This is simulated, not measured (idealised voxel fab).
process module | voxel wiring stack
FYI the section here is cut, 225 nm wide, cells are 5 nm squares.
Cross-section layout: square cells on a grid; listed as bands, top to bottom; a band spans one or more cell rows. Band: top and bottom heights (nm) first, top before bottom; then materials from left to right, widths in nm. "all across" marks a sole material filling the band edge to edge. "empty" denotes empty space. Where do heights start? At 0: under that level the wafer as delivered is made of one material only. And the lowest band has no floor; it just carries on downward, as in "z 0 and below". The expression "30 to 40" gives the width at the extremes of the band, the first number at its top row of cells and the second at its bottom row, with the width changing by equal amounts from each row to the next in between. When a step is marked "no alteration", none of the cells in the cross-section changed during that step. The entry "Listed closed voids" lists the empty spaces that cover at least 8 cells and have no open path to the top. Each is written as width x height at distance, where the distance is measured from the left edge and all three values are in nm. What comes after the settings on a step's line is commentary from the simulator itself on that step. For masked steps, "overlay nm" on the step line gives how far right of plan the mask actually lay; a minus sign means it lay to the left.
Below is the list of planned process steps:
step 1: op RECEIVE | material Si
step 2: op CONFORMAL_DEP | material SiO2 | thk nm 15
step 3: op CONFORMAL_DEP | material SiN | thk nm 5
step 4: op DIRECTIONAL_DEP | material lowk | thk nm 25
step 5: op MASKED_ETCH | tone open | mask id METAL_1 | width nm 20 | pitch nm 35 | etch materials lowk | depth nm 25 | overlay nm 0
step 6: op MASKED_ETCH | tone open | mask id METAL_1 | width nm 20 | pitch nm 35 | etch materials SiN | depth nm 5 | overlay nm 0
step 7: op CONFORMAL_DEP | material TiN | thk nm 5
step 8: op FILL_DEP | material Cu | thk nm 5
step 9: op CMP | height nm 45
step 10: op CONFORMAL_DEP | material SiCN | thk nm 5
step 11: op DIRECTIONAL_DEP | material lowk | thk nm 20
step 12: op DIRECTIONAL_DEP | material aC | thk nm 15
step 13: op PATTERN | tone open | mask id PLUG_1 | material resist | width nm 15 | pitch nm 35 | thk nm 35 | overlay nm 0
step 14: op DIRECTIONAL_ETCH | etch materials aC | depth nm 15
step 15: op STRIP | etch materials resist
step 16: op DIRECTIONAL_ETCH | etch materials lowk | depth nm 20
step 17: op DIRECTIONAL_ETCH | etch materials SiCN | depth nm 5
step 18: op STRIP | etch materials aC
step 19: op EPI | material Ru | thk nm 10
step 20: op EPI | material Ru | thk nm 10
step 21: op EPI | material Ru | thk nm 5
step 22: op DIRECTIONAL_DEP | material TiN | thk nm 5
step 23: op DIRECTIONAL_DEP | material W | thk nm 25
step 24: op MASKED_ETCH | tone cover | mask id METAL_2 | width nm 20 | pitch nm 35 | etch materials W | depth nm 25 | overlay nm 0
step 25: op MASKED_ETCH | tone cover | mask id METAL_2 | width nm 20 | pitch nm 35 | etch materials TiN | depth nm 5 | overlay nm 0
step 26: op CONFORMAL_DEP | material SiCN | thk nm 5
step 27: op FILL_DEP | material SiO2 | thk nm 10
step 28: op CMP | height nm 100
step 29: op CONFORMAL_DEP | material SiCN | thk nm 5
step 30: op DIRECTIONAL_DEP | material SiO2 | thk nm 35
step 31: op MASKED_ETCH | tone open | mask id METAL_3_HOLES | width nm 15 | pitch nm 35 | etch materials SiO2 | depth nm 35 | overlay nm 0
step 32: op PATTERN | tone open | mask id METAL_3 | material resist | width nm 20 | pitch nm 35 | thk nm 15 | overlay nm 0
step 33: op DIRECTIONAL_ETCH | etch materials SiO2 | depth nm 20
step 34: op DIRECTIONAL_ETCH | etch materials SiCN | depth nm 5
step 35: op STRIP | etch materials resist
step 36: op CONFORMAL_DEP | material TiN | thk nm 5
step 37: op FILL_DEP | material Cu | thk nm 5
step 38: op CMP | height nm 140
step 39: op CONFORMAL_DEP | material SiCN | thk nm 5
step 40: op DIRECTIONAL_DEP | material lowk | thk nm 15
step 41: op DIRECTIONAL_DEP | material aC | thk nm 10
step 42: op PATTERN | tone open | mask id PLUG_3 | material resist | width nm 15 | pitch nm 35 | thk nm 30 | overlay nm 0
step 43: op DIRECTIONAL_ETCH | etch materials aC | depth nm 10
step 44: op STRIP | etch materials resist
step 45: op DIRECTIONAL_ETCH | etch materials lowk | depth nm 15
step 46: op DIRECTIONAL_ETCH | etch materials SiCN | depth nm 5
step 47: op STRIP | etch materials aC
step 48: op EPI | material Ru | thk nm 10
step 49: op EPI | material Ru | thk nm 10
step 50: op CONFORMAL_DEP | material SiCN | thk nm 5
step 51: op DIRECTIONAL_DEP | material lowk | thk nm 20
step 52: op PATTERN | tone open | mask id METAL_4 | material resist | width nm 20 | pitch nm 35 | thk nm 15 | overlay nm 0
step 53: op DIRECTIONAL_ETCH | etch materials lowk | depth nm 20
step 54: op DIRECTIONAL_ETCH | etch materials SiCN | depth nm 5
step 55: op STRIP | etch materials resist
step 56: op CONFORMAL_DEP | material TiN | thk nm 5
step 57: op FILL_DEP | material Cu | thk nm 5
step 58: op CMP | height nm 185
step 59: op CONFORMAL_DEP | material SiN | thk nm 5
On the first of the two wafers: run conducted according to plan:
So this is the incoming wafer in cross-section - it's already been through step 1:
* z 0 and below = Si all across
* Listed closed voids: none
The wafer, seen in cross-section, after step 2:
* z 15 to 0 = SiO2 all across
* Note: structure below 0 unchanged.
The wafer, seen in cross-section, after step 3:
* z 20 to 15 = SiN all across
* Note: structure below 15 unchanged.
The wafer, seen in cross-section, after step 4:
* z 45 to 20 = lowk all across
* Note: structure below 20 unchanged.
The wafer, seen in cross-section, after step 5:
* z 45 to 20 = lowk (50)  empty (20)  lowk (15)  empty (20)  lowk (15)  empty (20)  lowk (15)  empty (20)  lowk (50)
* Note: structure below 20 unchanged.
The wafer, seen in cross-section, after step 6:
* z 45 to 20 = lowk (50)  empty (20)  lowk (15)  empty (20)  lowk (15)  empty (20)  lowk (15)  empty (20)  lowk (50)
* z 20 to 15 = SiN (50)  empty (20)  SiN (15)  empty (20)  SiN (15)  empty (20)  SiN (15)  empty (20)  SiN (50)
* Note: structure below 15 unchanged.
The wafer, seen in cross-section, after step 7:
* z 50 to 45 = TiN (55)  empty (10)  TiN (25)  empty (10)  TiN (25)  empty (10)  TiN (25)  empty (10)  TiN (55)
* z 45 to 20 = lowk (50)  TiN (5)  empty (10)  TiN (5)  lowk (15)  TiN (5)  empty (10)  TiN (5)  lowk (15)  TiN (5)  empty (10)  TiN (5)  lowk (15)  TiN (5)  empty (10)  TiN (5)  lowk (50)
* z 20 to 15 = SiN (50)  TiN (20)  SiN (15)  TiN (20)  SiN (15)  TiN (20)  SiN (15)  TiN (20)  SiN (50)
* Note: structure below 15 unchanged.
The wafer, seen in cross-section, after step 8:
* z 55 to 50 = Cu all across
* z 50 to 45 = TiN (55)  Cu (10)  TiN (25)  Cu (10)  TiN (25)  Cu (10)  TiN (25)  Cu (10)  TiN (55)
* z 45 to 20 = lowk (50)  TiN (5)  Cu (10)  TiN (5)  lowk (15)  TiN (5)  Cu (10)  TiN (5)  lowk (15)  TiN (5)  Cu (10)  TiN (5)  lowk (15)  TiN (5)  Cu (10)  TiN (5)  lowk (50)
* Note: structure below 20 unchanged.
The wafer, seen in cross-section, after step 9:
* z 45 to 20 = lowk (50)  TiN (5)  Cu (10)  TiN (5)  lowk (15)  TiN (5)  Cu (10)  TiN (5)  lowk (15)  TiN (5)  Cu (10)  TiN (5)  lowk (15)  TiN (5)  Cu (10)  TiN (5)  lowk (50)
* Note: structure below 20 unchanged.
The wafer, seen in cross-section, after step 10:
* z 50 to 45 = SiCN all across
* Note: structure below 45 unchanged.
The wafer, seen in cross-section, after step 11:
* z 70 to 50 = lowk all across
* Note: structure below 50 unchanged.
The wafer, seen in cross-section, after step 12:
* z 85 to 70 = aC all across
* Note: structure below 70 unchanged.
The wafer, seen in cross-section, after step 13:
* z 120 to 85 = resist (50)  empty (15)  resist (20)  empty (15)  resist (20)  empty (15)  resist (20)  empty (15)  resist (55)
* Note: structure below 85 unchanged.
The wafer, seen in cross-section, after step 14:
* z 105 to 85 = resist (50)  empty (15)  resist (20)  empty (15)  resist (20)  empty (15)  resist (20)  empty (15)  resist (55)
* z 85 to 70 = aC (50)  empty (15)  aC (20)  empty (15)  aC (20)  empty (15)  aC (20)  empty (15)  aC (55)
* Note: structure below 70 unchanged.
The wafer, seen in cross-section, after step 15:
* z 85 to 70 = aC (50)  empty (15)  aC (20)  empty (15)  aC (20)  empty (15)  aC (20)  empty (15)  aC (55)
* Note: structure below 70 unchanged.
The wafer, seen in cross-section, after step 16:
* z 85 to 70 = aC (50)  empty (15)  aC (20)  empty (15)  aC (20)  empty (15)  aC (20)  empty (15)  aC (55)
* z 70 to 50 = lowk (50)  empty (15)  lowk (20)  empty (15)  lowk (20)  empty (15)  lowk (20)  empty (15)  lowk (55)
* Note: structure below 50 unchanged.
The wafer, seen in cross-section, after step 17:
* z 85 to 70 = aC (50)  empty (15)  aC (20)  empty (15)  aC (20)  empty (15)  aC (20)  empty (15)  aC (55)
* z 70 to 50 = lowk (50)  empty (15)  lowk (20)  empty (15)  lowk (20)  empty (15)  lowk (20)  empty (15)  lowk (55)
* z 50 to 45 = SiCN (50)  empty (15)  SiCN (20)  empty (15)  SiCN (20)  empty (15)  SiCN (20)  empty (15)  SiCN (55)
* Note: structure below 45 unchanged.
The wafer, seen in cross-section, after step 18:
* z 70 to 50 = lowk (50)  empty (15)  lowk (20)  empty (15)  lowk (20)  empty (15)  lowk (20)  empty (15)  lowk (55)
* Note: structure below 50 unchanged.
The wafer, seen in cross-section, after step 19:
* z 70 to 55 = lowk (50)  empty (15)  lowk (20)  empty (15)  lowk (20)  empty (15)  lowk (20)  empty (15)  lowk (55)
* z 55 to 50 = lowk (50)  Ru (15)  lowk (20)  Ru (15)  lowk (20)  Ru (15)  lowk (20)  Ru (15)  lowk (55)
* z 50 to 45 = SiCN (50)  Ru (15)  SiCN (20)  Ru (15)  SiCN (20)  Ru (15)  SiCN (20)  Ru (15)  SiCN (55)
* Note: structure below 45 unchanged.
The wafer, seen in cross-section, after step 20:
* z 70 to 65 = lowk (50)  empty (15)  lowk (20)  empty (15)  lowk (20)  empty (15)  lowk (20)  empty (15)  lowk (55)
* z 65 to 50 = lowk (50)  Ru (15)  lowk (20)  Ru (15)  lowk (20)  Ru (15)  lowk (20)  Ru (15)  lowk (55)
* Note: structure below 50 unchanged.
The wafer, seen in cross-section, after step 21:
* z 70 to 50 = lowk (50)  Ru (15)  lowk (20)  Ru (15)  lowk (20)  Ru (15)  lowk (20)  Ru (15)  lowk (55)
* Note: structure below 50 unchanged.
The wafer, seen in cross-section, after step 22:
* z 75 to 70 = TiN all across
* Note: structure below 70 unchanged.
The wafer, seen in cross-section, after step 23:
* z 100 to 75 = W all across
* Note: structure below 75 unchanged.
The wafer, seen in cross-section, after step 24:
* z 100 to 75 = empty (50)  W (20)  empty (15)  W (20)  empty (15)  W (20)  empty (15)  W (20)  empty (50)
* Note: structure below 75 unchanged.
The wafer, seen in cross-section, after step 25:
* z 100 to 75 = empty (50)  W (20)  empty (15)  W (20)  empty (15)  W (20)  empty (15)  W (20)  empty (50)
* z 75 to 70 = empty (50)  TiN (20)  empty (15)  TiN (20)  empty (15)  TiN (20)  empty (15)  TiN (20)  empty (50)
* Note: structure below 70 unchanged.
The wafer, seen in cross-section, after step 26:
* z 105 to 100 = empty (45)  SiCN (30)  empty (5)  SiCN (30)  empty (5)  SiCN (30)  empty (5)  SiCN (30)  empty (45)
* z 100 to 75 = empty (45)  SiCN (5)  W (20)  SiCN (5)  empty (5)  SiCN (5)  W (20)  SiCN (5)  empty (5)  SiCN (5)  W (20)  SiCN (5)  empty (5)  SiCN (5)  W (20)  SiCN (5)  empty (45)
* z 75 to 70 = SiCN (50)  TiN (20)  SiCN (15)  TiN (20)  SiCN (15)  TiN (20)  SiCN (15)  TiN (20)  SiCN (50)
* Note: structure below 70 unchanged.
The wafer, seen in cross-section, after step 27:
* z 115 to 105 = SiO2 all across
* z 105 to 100 = SiO2 (45)  SiCN (30)  SiO2 (5)  SiCN (30)  SiO2 (5)  SiCN (30)  SiO2 (5)  SiCN (30)  SiO2 (45)
* z 100 to 75 = SiO2 (45)  SiCN (5)  W (20)  SiCN (5)  SiO2 (5)  SiCN (5)  W (20)  SiCN (5)  SiO2 (5)  SiCN (5)  W (20)  SiCN (5)  SiO2 (5)  SiCN (5)  W (20)  SiCN (5)  SiO2 (45)
* Note: structure below 75 unchanged.
The wafer, seen in cross-section, after step 28:
* z 100 to 75 = SiO2 (45)  SiCN (5)  W (20)  SiCN (5)  SiO2 (5)  SiCN (5)  W (20)  SiCN (5)  SiO2 (5)  SiCN (5)  W (20)  SiCN (5)  SiO2 (5)  SiCN (5)  W (20)  SiCN (5)  SiO2 (45)
* Note: structure below 75 unchanged.
The wafer, seen in cross-section, after step 29:
* z 105 to 100 = SiCN all across
* Note: structure below 100 unchanged.
The wafer, seen in cross-section, after step 30:
* z 140 to 105 = SiO2 all across
* Note: structure below 105 unchanged.
The wafer, seen in cross-section, after step 31:
* z 140 to 105 = SiO2 (50)  empty (15)  SiO2 (20)  empty (15)  SiO2 (20)  empty (15)  SiO2 (20)  empty (15)  SiO2 (55)
* Note: structure below 105 unchanged.
The wafer, seen in cross-section, after step 32:
* z 155 to 140 = resist (50)  empty (20)  resist (15)  empty (20)  resist (15)  empty (20)  resist (15)  empty (20)  resist (50)
* Note: structure below 140 unchanged.
The wafer, seen in cross-section, after step 33:
* z 155 to 140 = resist (50)  empty (20)  resist (15)  empty (20)  resist (15)  empty (20)  resist (15)  empty (20)  resist (50)
* z 140 to 120 = SiO2 (50)  empty (20)  SiO2 (15)  empty (20)  SiO2 (15)  empty (20)  SiO2 (15)  empty (20)  SiO2 (50)
* Note: structure below 120 unchanged.
The wafer, seen in cross-section, after step 34:
* z 155 to 140 = resist (50)  empty (20)  resist (15)  empty (20)  resist (15)  empty (20)  resist (15)  empty (20)  resist (50)
* z 140 to 120 = SiO2 (50)  empty (20)  SiO2 (15)  empty (20)  SiO2 (15)  empty (20)  SiO2 (15)  empty (20)  SiO2 (50)
* z 120 to 105 = SiO2 (50)  empty (15)  SiO2 (20)  empty (15)  SiO2 (20)  empty (15)  SiO2 (20)  empty (15)  SiO2 (55)
* z 105 to 100 = SiCN (50)  empty (15)  SiCN (20)  empty (15)  SiCN (20)  empty (15)  SiCN (20)  empty (15)  SiCN (55)
* Note: structure below 100 unchanged.
The wafer, seen in cross-section, after step 35:
* z 140 to 120 = SiO2 (50)  empty (20)  SiO2 (15)  empty (20)  SiO2 (15)  empty (20)  SiO2 (15)  empty (20)  SiO2 (50)
* Note: structure below 120 unchanged.
The wafer, seen in cross-section, after step 36:
* z 145 to 140 = TiN (55)  empty (10)  TiN (25)  empty (10)  TiN (25)  empty (10)  TiN (25)  empty (10)  TiN (55)
* z 140 to 125 = SiO2 (50)  TiN (5)  empty (10)  TiN (5)  SiO2 (15)  TiN (5)  empty (10)  TiN (5)  SiO2 (15)  TiN (5)  empty (10)  TiN (5)  SiO2 (15)  TiN (5)  empty (10)  TiN (5)  SiO2 (50)
* z 125 to 120 = SiO2 (50)  TiN (5)  empty (5)  TiN (10)  SiO2 (15)  TiN (5)  empty (5)  TiN (10)  SiO2 (15)  TiN (5)  empty (5)  TiN (10)  SiO2 (15)  TiN (5)  empty (5)  TiN (10)  SiO2 (50)
* z 120 to 105 = SiO2 (50)  TiN (5)  empty (5)  TiN (5)  SiO2 (20)  TiN (5)  empty (5)  TiN (5)  SiO2 (20)  TiN (5)  empty (5)  TiN (5)  SiO2 (20)  TiN (5)  empty (5)  TiN (5)  SiO2 (55)
* z 105 to 100 = SiCN (50)  TiN (15)  SiCN (20)  TiN (15)  SiCN (20)  TiN (15)  SiCN (20)  TiN (15)  SiCN (55)
* Note: structure below 100 unchanged.
The wafer, seen in cross-section, after step 37:
* z 150 to 145 = Cu all across
* z 145 to 140 = TiN (55)  Cu (10)  TiN (25)  Cu (10)  TiN (25)  Cu (10)  TiN (25)  Cu (10)  TiN (55)
* z 140 to 125 = SiO2 (50)  TiN (5)  Cu (10)  TiN (5)  SiO2 (15)  TiN (5)  Cu (10)  TiN (5)  SiO2 (15)  TiN (5)  Cu (10)  TiN (5)  SiO2 (15)  TiN (5)  Cu (10)  TiN (5)  SiO2 (50)
* z 125 to 120 = SiO2 (50)  TiN (5)  Cu (5)  TiN (10)  SiO2 (15)  TiN (5)  Cu (5)  TiN (10)  SiO2 (15)  TiN (5)  Cu (5)  TiN (10)  SiO2 (15)  TiN (5)  Cu (5)  TiN (10)  SiO2 (50)
* z 120 to 105 = SiO2 (50)  TiN (5)  Cu (5)  TiN (5)  SiO2 (20)  TiN (5)  Cu (5)  TiN (5)  SiO2 (20)  TiN (5)  Cu (5)  TiN (5)  SiO2 (20)  TiN (5)  Cu (5)  TiN (5)  SiO2 (55)
* Note: structure below 105 unchanged.
The wafer, seen in cross-section, after step 38:
* z 140 to 125 = SiO2 (50)  TiN (5)  Cu (10)  TiN (5)  SiO2 (15)  TiN (5)  Cu (10)  TiN (5)  SiO2 (15)  TiN (5)  Cu (10)  TiN (5)  SiO2 (15)  TiN (5)  Cu (10)  TiN (5)  SiO2 (50)
* Note: structure below 125 unchanged.
The wafer, seen in cross-section, after step 39:
* z 145 to 140 = SiCN all across
* Note: structure below 140 unchanged.
The wafer, seen in cross-section, after step 40:
* z 160 to 145 = lowk all across
* Note: structure below 145 unchanged.
The wafer, seen in cross-section, after step 41:
* z 170 to 160 = aC all across
* Note: structure below 160 unchanged.
The wafer, seen in cross-section, after step 42:
* z 200 to 170 = resist (50)  empty (15)  resist (20)  empty (15)  resist (20)  empty (15)  resist (20)  empty (15)  resist (55)
* Note: structure below 170 unchanged.
The wafer, seen in cross-section, after step 43:
* z 190 to 170 = resist (50)  empty (15)  resist (20)  empty (15)  resist (20)  empty (15)  resist (20)  empty (15)  resist (55)
* z 170 to 160 = aC (50)  empty (15)  aC (20)  empty (15)  aC (20)  empty (15)  aC (20)  empty (15)  aC (55)
* Note: structure below 160 unchanged.
The wafer, seen in cross-section, after step 44:
* z 170 to 160 = aC (50)  empty (15)  aC (20)  empty (15)  aC (20)  empty (15)  aC (20)  empty (15)  aC (55)
* Note: structure below 160 unchanged.
The wafer, seen in cross-section, after step 45:
* z 170 to 160 = aC (50)  empty (15)  aC (20)  empty (15)  aC (20)  empty (15)  aC (20)  empty (15)  aC (55)
* z 160 to 145 = lowk (50)  empty (15)  lowk (20)  empty (15)  lowk (20)  empty (15)  lowk (20)  empty (15)  lowk (55)
* Note: structure below 145 unchanged.
The wafer, seen in cross-section, after step 46:
* z 170 to 160 = aC (50)  empty (15)  aC (20)  empty (15)  aC (20)  empty (15)  aC (20)  empty (15)  aC (55)
* z 160 to 145 = lowk (50)  empty (15)  lowk (20)  empty (15)  lowk (20)  empty (15)  lowk (20)  empty (15)  lowk (55)
* z 145 to 140 = SiCN (50)  empty (15)  SiCN (20)  empty (15)  SiCN (20)  empty (15)  SiCN (20)  empty (15)  SiCN (55)
* Note: structure below 140 unchanged.
The wafer, seen in cross-section, after step 47:
* z 160 to 145 = lowk (50)  empty (15)  lowk (20)  empty (15)  lowk (20)  empty (15)  lowk (20)  empty (15)  lowk (55)
* Note: structure below 145 unchanged.
The wafer, seen in cross-section, after step 48:
* z 160 to 150 = lowk (50)  empty (15)  lowk (20)  empty (15)  lowk (20)  empty (15)  lowk (20)  empty (15)  lowk (55)
* z 150 to 145 = lowk (50)  Ru (15)  lowk (20)  Ru (15)  lowk (20)  Ru (15)  lowk (20)  Ru (15)  lowk (55)
* z 145 to 140 = SiCN (50)  Ru (15)  SiCN (20)  Ru (15)  SiCN (20)  Ru (15)  SiCN (20)  Ru (15)  SiCN (55)
* Note: structure below 140 unchanged.
The wafer, seen in cross-section, after step 49:
* z 160 to 145 = lowk (50)  Ru (15)  lowk (20)  Ru (15)  lowk (20)  Ru (15)  lowk (20)  Ru (15)  lowk (55)
* Note: structure below 145 unchanged.
The wafer, seen in cross-section, after step 50:
* z 165 to 160 = SiCN all across
* Note: structure below 160 unchanged.
The wafer, seen in cross-section, after step 51:
* z 185 to 165 = lowk all across
* Note: structure below 165 unchanged.
The wafer, seen in cross-section, after step 52:
* z 200 to 185 = resist (50)  empty (20)  resist (15)  empty (20)  resist (15)  empty (20)  resist (15)  empty (20)  resist (50)
* Note: structure below 185 unchanged.
The wafer, seen in cross-section, after step 53:
* z 200 to 185 = resist (50)  empty (20)  resist (15)  empty (20)  resist (15)  empty (20)  resist (15)  empty (20)  resist (50)
* z 185 to 165 = lowk (50)  empty (20)  lowk (15)  empty (20)  lowk (15)  empty (20)  lowk (15)  empty (20)  lowk (50)
* Note: structure below 165 unchanged.
The wafer, seen in cross-section, after step 54:
* z 200 to 185 = resist (50)  empty (20)  resist (15)  empty (20)  resist (15)  empty (20)  resist (15)  empty (20)  resist (50)
* z 185 to 165 = lowk (50)  empty (20)  lowk (15)  empty (20)  lowk (15)  empty (20)  lowk (15)  empty (20)  lowk (50)
* z 165 to 160 = SiCN (50)  empty (20)  SiCN (15)  empty (20)  SiCN (15)  empty (20)  SiCN (15)  empty (20)  SiCN (50)
* Note: structure below 160 unchanged.
The wafer, seen in cross-section, after step 55:
* z 185 to 165 = lowk (50)  empty (20)  lowk (15)  empty (20)  lowk (15)  empty (20)  lowk (15)  empty (20)  lowk (50)
* Note: structure below 165 unchanged.
The wafer, seen in cross-section, after step 56:
* z 190 to 185 = TiN (55)  empty (10)  TiN (25)  empty (10)  TiN (25)  empty (10)  TiN (25)  empty (10)  TiN (55)
* z 185 to 165 = lowk (50)  TiN (5)  empty (10)  TiN (5)  lowk (15)  TiN (5)  empty (10)  TiN (5)  lowk (15)  TiN (5)  empty (10)  TiN (5)  lowk (15)  TiN (5)  empty (10)  TiN (5)  lowk (50)
* z 165 to 160 = SiCN (50)  TiN (20)  SiCN (15)  TiN (20)  SiCN (15)  TiN (20)  SiCN (15)  TiN (20)  SiCN (50)
* Note: structure below 160 unchanged.
The wafer, seen in cross-section, after step 57:
* z 195 to 190 = Cu all across
* z 190 to 185 = TiN (55)  Cu (10)  TiN (25)  Cu (10)  TiN (25)  Cu (10)  TiN (25)  Cu (10)  TiN (55)
* z 185 to 165 = lowk (50)  TiN (5)  Cu (10)  TiN (5)  lowk (15)  TiN (5)  Cu (10)  TiN (5)  lowk (15)  TiN (5)  Cu (10)  TiN (5)  lowk (15)  TiN (5)  Cu (10)  TiN (5)  lowk (50)
* Note: structure below 165 unchanged.
The wafer, seen in cross-section, after step 58:
* z 185 to 165 = lowk (50)  TiN (5)  Cu (10)  TiN (5)  lowk (15)  TiN (5)  Cu (10)  TiN (5)  lowk (15)  TiN (5)  Cu (10)  TiN (5)  lowk (15)  TiN (5)  Cu (10)  TiN (5)  lowk (50)
* Note: structure below 165 unchanged.
The wafer, seen in cross-section, after step 59:
* z 190 to 185 = SiN all across
* Note: structure below 185 unchanged.
Here the second wafer is described. Its start and its plan were those of the first wafer. Its run contained one mistake. Up to and including step 29, it did exactly what the first wafer did:
Second wafer cross-section, taken as of the time the plan sets for step 30 to be done:
* z 140 to 105 = TiN all across
* Note: structure below 105 unchanged.
Second wafer cross-section, taken as of the time the plan sets for step 31 to be done: no alteration
Second wafer cross-section, taken as of the time the plan sets for step 32 to be done:
* z 155 to 140 = resist (50)  empty (20)  resist (15)  empty (20)  resist (15)  empty (20)  resist (15)  empty (20)  resist (50)
* Note: structure below 140 unchanged.
Second wafer cross-section, taken as of the time the plan sets for step 33 to be done: no alteration
Second wafer cross-section, taken as of the time the plan sets for step 34 to be done: no alteration
Second wafer cross-section, taken as of the time the plan sets for step 35 to be done:
* z 140 to 105 = TiN all across
* Note: structure below 105 unchanged.
Second wafer cross-section, taken as of the time the plan sets for step 36 to be done:
* z 145 to 105 = TiN all across
* Note: structure below 105 unchanged.
Second wafer cross-section, taken as of the time the plan sets for step 37 to be done:
* z 150 to 145 = Cu all across
* Note: structure below 145 unchanged.
Second wafer cross-section, taken as of the time the plan sets for step 38 to be done:
* z 140 to 105 = TiN all across
* Note: structure below 105 unchanged.
Second wafer cross-section, taken as of the time the plan sets for step 39 to be done:
* z 145 to 140 = SiCN all across
* Note: structure below 140 unchanged.
Second wafer cross-section, taken as of the time the plan sets for step 40 to be done:
* z 160 to 145 = lowk all across
* Note: structure below 145 unchanged.
Second wafer cross-section, taken as of the time the plan sets for step 41 to be done:
* z 170 to 160 = aC all across
* Note: structure below 160 unchanged.
Second wafer cross-section, taken as of the time the plan sets for step 42 to be done:
* z 200 to 170 = resist (50)  empty (15)  resist (20)  empty (15)  resist (20)  empty (15)  resist (20)  empty (15)  resist (55)
* Note: structure below 170 unchanged.
Second wafer cross-section, taken as of the time the plan sets for step 43 to be done:
* z 190 to 170 = resist (50)  empty (15)  resist (20)  empty (15)  resist (20)  empty (15)  resist (20)  empty (15)  resist (55)
* z 170 to 160 = aC (50)  empty (15)  aC (20)  empty (15)  aC (20)  empty (15)  aC (20)  empty (15)  aC (55)
* Note: structure below 160 unchanged.
Second wafer cross-section, taken as of the time the plan sets for step 44 to be done:
* z 170 to 160 = aC (50)  empty (15)  aC (20)  empty (15)  aC (20)  empty (15)  aC (20)  empty (15)  aC (55)
* Note: structure below 160 unchanged.
Second wafer cross-section, taken as of the time the plan sets for step 45 to be done:
* z 170 to 160 = aC (50)  empty (15)  aC (20)  empty (15)  aC (20)  empty (15)  aC (20)  empty (15)  aC (55)
* z 160 to 145 = lowk (50)  empty (15)  lowk (20)  empty (15)  lowk (20)  empty (15)  lowk (20)  empty (15)  lowk (55)
* Note: structure below 145 unchanged.
Second wafer cross-section, taken as of the time the plan sets for step 46 to be done:
* z 170 to 160 = aC (50)  empty (15)  aC (20)  empty (15)  aC (20)  empty (15)  aC (20)  empty (15)  aC (55)
* z 160 to 145 = lowk (50)  empty (15)  lowk (20)  empty (15)  lowk (20)  empty (15)  lowk (20)  empty (15)  lowk (55)
* z 145 to 140 = SiCN (50)  empty (15)  SiCN (20)  empty (15)  SiCN (20)  empty (15)  SiCN (20)  empty (15)  SiCN (55)
* Note: structure below 140 unchanged.
Second wafer cross-section, taken as of the time the plan sets for step 47 to be done:
* z 160 to 145 = lowk (50)  empty (15)  lowk (20)  empty (15)  lowk (20)  empty (15)  lowk (20)  empty (15)  lowk (55)
* Note: structure below 145 unchanged.
Second wafer cross-section, taken as of the time the plan sets for step 48 to be done:
* z 160 to 150 = lowk (50)  empty (15)  lowk (20)  empty (15)  lowk (20)  empty (15)  lowk (20)  empty (15)  lowk (55)
* z 150 to 145 = lowk (50)  Ru (15)  lowk (20)  Ru (15)  lowk (20)  Ru (15)  lowk (20)  Ru (15)  lowk (55)
* z 145 to 140 = SiCN (50)  Ru (15)  SiCN (20)  Ru (15)  SiCN (20)  Ru (15)  SiCN (20)  Ru (15)  SiCN (55)
* Note: structure below 140 unchanged.
Second wafer cross-section, taken as of the time the plan sets for step 49 to be done:
* z 160 to 145 = lowk (50)  Ru (15)  lowk (20)  Ru (15)  lowk (20)  Ru (15)  lowk (20)  Ru (15)  lowk (55)
* Note: structure below 145 unchanged.
Second wafer cross-section, taken as of the time the plan sets for step 50 to be done:
* z 165 to 160 = SiCN all across
* Note: structure below 160 unchanged.
Second wafer cross-section, taken as of the time the plan sets for step 51 to be done:
* z 185 to 165 = lowk all across
* Note: structure below 165 unchanged.
Second wafer cross-section, taken as of the time the plan sets for step 52 to be done:
* z 200 to 185 = resist (50)  empty (20)  resist (15)  empty (20)  resist (15)  empty (20)  resist (15)  empty (20)  resist (50)
* Note: structure below 185 unchanged.
Second wafer cross-section, taken as of the time the plan sets for step 53 to be done:
* z 200 to 185 = resist (50)  empty (20)  resist (15)  empty (20)  resist (15)  empty (20)  resist (15)  empty (20)  resist (50)
* z 185 to 165 = lowk (50)  empty (20)  lowk (15)  empty (20)  lowk (15)  empty (20)  lowk (15)  empty (20)  lowk (50)
* Note: structure below 165 unchanged.
Second wafer cross-section, taken as of the time the plan sets for step 54 to be done:
* z 200 to 185 = resist (50)  empty (20)  resist (15)  empty (20)  resist (15)  empty (20)  resist (15)  empty (20)  resist (50)
* z 185 to 165 = lowk (50)  empty (20)  lowk (15)  empty (20)  lowk (15)  empty (20)  lowk (15)  empty (20)  lowk (50)
* z 165 to 160 = SiCN (50)  empty (20)  SiCN (15)  empty (20)  SiCN (15)  empty (20)  SiCN (15)  empty (20)  SiCN (50)
* Note: structure below 160 unchanged.
Second wafer cross-section, taken as of the time the plan sets for step 55 to be done:
* z 185 to 165 = lowk (50)  empty (20)  lowk (15)  empty (20)  lowk (15)  empty (20)  lowk (15)  empty (20)  lowk (50)
* Note: structure below 165 unchanged.
Second wafer cross-section, taken as of the time the plan sets for step 56 to be done:
* z 190 to 185 = TiN (55)  empty (10)  TiN (25)  empty (10)  TiN (25)  empty (10)  TiN (25)  empty (10)  TiN (55)
* z 185 to 165 = lowk (50)  TiN (5)  empty (10)  TiN (5)  lowk (15)  TiN (5)  empty (10)  TiN (5)  lowk (15)  TiN (5)  empty (10)  TiN (5)  lowk (15)  TiN (5)  empty (10)  TiN (5)  lowk (50)
* z 165 to 160 = SiCN (50)  TiN (20)  SiCN (15)  TiN (20)  SiCN (15)  TiN (20)  SiCN (15)  TiN (20)  SiCN (50)
* Note: structure below 160 unchanged.
Second wafer cross-section, taken as of the time the plan sets for step 57 to be done:
* z 195 to 190 = Cu all across
* z 190 to 185 = TiN (55)  Cu (10)  TiN (25)  Cu (10)  TiN (25)  Cu (10)  TiN (25)  Cu (10)  TiN (55)
* z 185 to 165 = lowk (50)  TiN (5)  Cu (10)  TiN (5)  lowk (15)  TiN (5)  Cu (10)  TiN (5)  lowk (15)  TiN (5)  Cu (10)  TiN (5)  lowk (15)  TiN (5)  Cu (10)  TiN (5)  lowk (50)
* Note: structure below 165 unchanged.
Second wafer cross-section, taken as of the time the plan sets for step 58 to be done:
* z 185 to 165 = lowk (50)  TiN (5)  Cu (10)  TiN (5)  lowk (15)  TiN (5)  Cu (10)  TiN (5)  lowk (15)  TiN (5)  Cu (10)  TiN (5)  lowk (15)  TiN (5)  Cu (10)  TiN (5)  lowk (50)
* Note: structure below 165 unchanged.
Second wafer cross-section, taken as of the time the plan sets for step 59 to be done:
* z 190 to 185 = SiN all across
* Note: structure below 185 unchanged.
Here's what went sideways: contrary to plan, step 30 was performed as op DIRECTIONAL_DEP | material TiN | thk nm 35
Bottom line after processing is that, in cells, the second wafer is up or down on some materials versus the first: Cu -40, SiCN +12, SiO2 -215, TiN +243
